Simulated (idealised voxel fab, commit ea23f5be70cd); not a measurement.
The following process module bears the name voxel lift off.
Displayed cross-section: cut, width of 285 nm, square cells sized 5 nm.
How to read a cross-section here: the picture is a grid of square cells, written as bands going from the top down, and any band can span one or more rows of cells. Band entry format. Leading values: height of top, height of bottom, nm. Remainder: materials in left-to-right order, each with its width in nm. Special words: "full width" on a single material, which then fills the band edge to edge; "air", empty space. The reference from which all heights are counted is 0, the level beneath which the as-received wafer is entirely one material; the lowest band, having no lower bound, proceeds downward and is written after the example "z 0 and below". The width entry "30->40" should be interpreted row by row: the top row of cells in the band takes the first number, the bottom row takes the second number, and the change between adjacent rows is uniform throughout. Key: "remained the same" - step with no changed cell in the cross-section. Each empty space that has no open way to the top and spans at least 8 cells appears under "Voids, fully enclosed" as width x height at distance, the distance counted from the left edge, all in nm. Past the settings on a step's line: simulator remark, on that step. "overlay nm" denotes, for a step that has a mask, the displacement of the mask to the right of its planned place, with negative values corresponding to the left.

LIST OF PLANNED PROCESS STEPS
- 1: RECEIVE with material Si
- 2: CONFORMAL_DEP with material Al2O3, thk nm 5
- 3: PATTERN with tone open, mask id LINES, material resist, width nm 15, pitch nm 40, thk nm 25, overlay nm 0
- 4: DIRECTIONAL_DEP with material Ru, thk nm 15
- 5: STRIP with etch materials resist
- 6: CONFORMAL_DEP with material SiN, thk nm 5

AS-RECEIVED STATE OF THE WAFER IN CROSS-SECTION, EQUIVALENT TO POST-STEP 1
  z 0 and below | Si full width
  Voids, fully enclosed: none

FIRST OF TWO WAFERS: CROSS-SECTION AT END OF MODULE, RUN PER PLAN
  z 25 to 20 | air 70 / SiN 25 / air 15 / SiN 25 / air 15 / SiN 25 / air 15 / SiN 25 / air 70
  z 20 to 10 | air 70 / SiN 5 / Ru 15 / SiN 5 / air 15 / SiN 5 / Ru 15 / SiN 5 / air 15 / SiN 5 / Ru 15 / SiN 5 / air 15 / SiN 5 / Ru 15 / SiN 5 / air 70
  z 10 to 5 | SiN 75 / Ru 15 / SiN 25 / Ru 15 / SiN 25 / Ru 15 / SiN 25 / Ru 15 / SiN 75
  z 5 to 0 | Al2O3 full width
  z 0 and below | Si full width
  Voids, fully enclosed: none

CROSS-SECTIONAL VIEW OF THE SECOND OF TWO WAFERS UPON COMPLETION OF THE MODULE. THIS WAFER SHARED ITS STARTING CONDITION AND PROCESS PLAN WITH THE FIRST; ONE ERROR WAS MADE DURING ITS EXECUTION
  z 25 to 20 | air 65 / SiN 35 / air 5 / SiN 35 / air 5 / SiN 35 / air 5 / SiN 35 / air 65
  z 20 to 10 | air 65 / SiN 5 / Ru 25 / SiN 5 / air 5 / SiN 5 / Ru 25 / SiN 5 / air 5 / SiN 5 / Ru 25 / SiN 5 / air 5 / SiN 5 / Ru 25 / SiN 5 / air 65
  z 10 to 5 | SiN 70 / Ru 25 / SiN 15 / Ru 25 / SiN 15 / Ru 25 / SiN 15 / Ru 25 / SiN 70
  z 5 to 0 | Al2O3 full width
  z 0 and below | Si full width
  Voids, fully enclosed: none
Misprocessing identified: planned and actual differ for step 3; actual: PATTERN with tone open, mask id LINES, material resist, width nm 25, pitch nm 40, thk nm 25, overlay nm 0
Upon completion, the second wafer contains, in terms of cells, a greater or smaller amount of certain materials than the first wafer: 24 more of Ru
